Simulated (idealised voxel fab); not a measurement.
Presented below is a process module, voxel ribs on slabs.
We display cut, a cross-section 190 nm in width whose square cells are each 5 nm.
We lay out every cross-section as a grid of square cells and spell it out in bands from the top down, where one band means one or more rows of cells. The entry gives the band's vertical extent as a top height and a bottom height in nm, then its horizontal make-up as materials from left to right, each with a width in nm. "empty" stands for empty space; a single material marked "everywhere" fills the band edge to edge. Note: height 0 marks the level under which the wafer is uniformly one material as received. Lowest band unbounded below, written "0 -> down". It should be noted that a width expressed as "30..40" varies in equal increments from row to row of cells within the band, taking the value of the first number at the top row and that of the second number at the bottom row. Step note "nothing different" = no cross-section cell changed. The list in "Enclosed void catalog" covers empty spaces of 8 cells or more that cannot reach the top through any open way, and it gives each as width x height at distance; the distance is from the left edge, and width, height and distance are in nm. What comes after the settings on a step's line is commentary from the simulator itself on that step. "overlay nm" on a masked step: distance the mask lay right of its planned place, negative for left.

-- Intended process steps
| 1 | op RECEIVE | material Si |
| 2 | op DIRECTIONAL_DEP | material SiO2 | thk nm 20 |
| 3 | op DIRECTIONAL_DEP | material SiN | thk nm 15 |
| 4 | op DIRECTIONAL_DEP | material aC | thk nm 10 |
| 5 | op PATTERN | tone cover | mask id RIB | material resist | width nm 20 | thk nm 25 | overlay nm 0 |
| 6 | op DIRECTIONAL_ETCH | etch materials aC | depth nm 10 |
| 7 | op STRIP | etch materials resist |
| 8 | op DIRECTIONAL_ETCH | etch materials SiN | depth nm 10 |
| 9 | op STRIP | etch materials aC |
| 10 | op MASKED_ETCH | tone cover | mask id SLAB | width nm 50 | etch materials SiN | depth nm 5 | overlay nm 0 |
| 11 | op FILL_DEP | material SiO2 | thk nm 20 |
| 12 | op CMP | height nm 45 |
| 13 | op DIRECTIONAL_DEP | material TiN | thk nm 5 |
| 14 | op MASKED_ETCH | tone cover | mask id HEATER | width nm 30 | etch materials TiN | depth nm 5 | overlay nm 0 |
| 15 | op CONFORMAL_DEP | material SiO2 | thk nm 5 |

-- So, the first of our two wafers, run just as we planned it

-- Cross-section of the incoming wafer, state after step 1
	0 -> down: Si everywhere
	Enclosed void catalog: none

-- Step 2 done - wafer cross-section
	20 -> 0: SiO2 everywhere
	Below 0, the layers are the same as they were.

-- Step 3 done - wafer cross-section
	35 -> 20: SiN everywhere
	Below 20, the layers are the same as they were.

-- Step 4 done - wafer cross-section
	45 -> 35: aC everywhere
	Below 35, the layers are the same as they were.

-- Step 5 done - wafer cross-section
	70 -> 45: empty 85 nm, resist 20 nm, empty 85 nm
	Below 45, the layers are the same as they were.

-- Step 6 done - wafer cross-section
	60 -> 45: empty 85 nm, resist 20 nm, empty 85 nm
	45 -> 35: empty 85 nm, aC 20 nm, empty 85 nm
	Below 35, the layers are the same as they were.

-- Step 7 done - wafer cross-section
	45 -> 35: empty 85 nm, aC 20 nm, empty 85 nm
	Below 35, the layers are the same as they were.

-- Step 8 done - wafer cross-section
	45 -> 35: empty 85 nm, aC 20 nm, empty 85 nm
	35 -> 25: empty 85 nm, SiN 20 nm, empty 85 nm
	Below 25, the layers are the same as they were.

-- Step 9 done - wafer cross-section
	35 -> 25: empty 85 nm, SiN 20 nm, empty 85 nm
	Below 25, the layers are the same as they were.

-- Step 10 done - wafer cross-section
	35 -> 25: empty 85 nm, SiN 20 nm, empty 85 nm
	25 -> 20: empty 70 nm, SiN 50 nm, empty 70 nm
	Below 20, the layers are the same as they were.

-- Step 11 done - wafer cross-section
	55 -> 35: SiO2 everywhere
	35 -> 25: SiO2 85 nm, SiN 20 nm, SiO2 85 nm
	25 -> 20: SiO2 70 nm, SiN 50 nm, SiO2 70 nm
	Below 20, the layers are the same as they were.

-- Step 12 done - wafer cross-section
	45 -> 35: SiO2 everywhere
	Below 35, the layers are the same as they were.

-- Step 13 done - wafer cross-section
	50 -> 45: TiN everywhere
	Below 45, the layers are the same as they were.

-- Step 14 done - wafer cross-section
	50 -> 45: empty 80 nm, TiN 30 nm, empty 80 nm
	Below 45, the layers are the same as they were.

-- Step 15 done - wafer cross-section
	55 -> 50: empty 75 nm, SiO2 40 nm, empty 75 nm
	50 -> 45: SiO2 80 nm, TiN 30 nm, SiO2 80 nm
	Below 45, the layers are the same as they were.

-- Regarding the second of the two wafers: it shared the first wafer's starting condition and process plan, yet one error occurred during its execution. Its history coincides with that of the first wafer up to and including step 9

-- Second wafer at the planned finish of step 10, seen in cross-section
	30 -> 25: empty 85 nm, SiN 20 nm, empty 85 nm
	25 -> 20: SiN 70 nm, empty 15 nm, SiN 20 nm, empty 15 nm, SiN 70 nm
	Below 20, the layers are the same as they were.

-- Second wafer at the planned finish of step 11, seen in cross-section
	50 -> 30: SiO2 everywhere
	30 -> 25: SiO2 85 nm, SiN 20 nm, SiO2 85 nm
	25 -> 20: SiN 70 nm, SiO2 15 nm, SiN 20 nm, SiO2 15 nm, SiN 70 nm
	Below 20, the layers are the same as they were.

-- Second wafer at the planned finish of step 12, seen in cross-section
	45 -> 30: SiO2 everywhere
	Below 30, the layers are the same as they were.

-- Second wafer at the planned finish of step 13, seen in cross-section
	50 -> 45: TiN everywhere
	Below 45, the layers are the same as they were.

-- Second wafer at the planned finish of step 14, seen in cross-section
	50 -> 45: empty 80 nm, TiN 30 nm, empty 80 nm
	Below 45, the layers are the same as they were.

-- Second wafer at the planned finish of step 15, seen in cross-section
	55 -> 50: empty 75 nm, SiO2 40 nm, empty 75 nm
	50 -> 45: SiO2 80 nm, TiN 30 nm, SiO2 80 nm
	Below 45, the layers are the same as they were.
Heads up, the wafer didn't run the way we planned it: step 10 was not run as planned; what actually ran was op MASKED_ETCH | tone open | mask id SLAB | width nm 50 | etch materials SiN | depth nm 5 | overlay nm 0
Final wafer comparison in cells, second versus first, more or fewer per material: SiN: 18 more, SiO2: 18 fewer
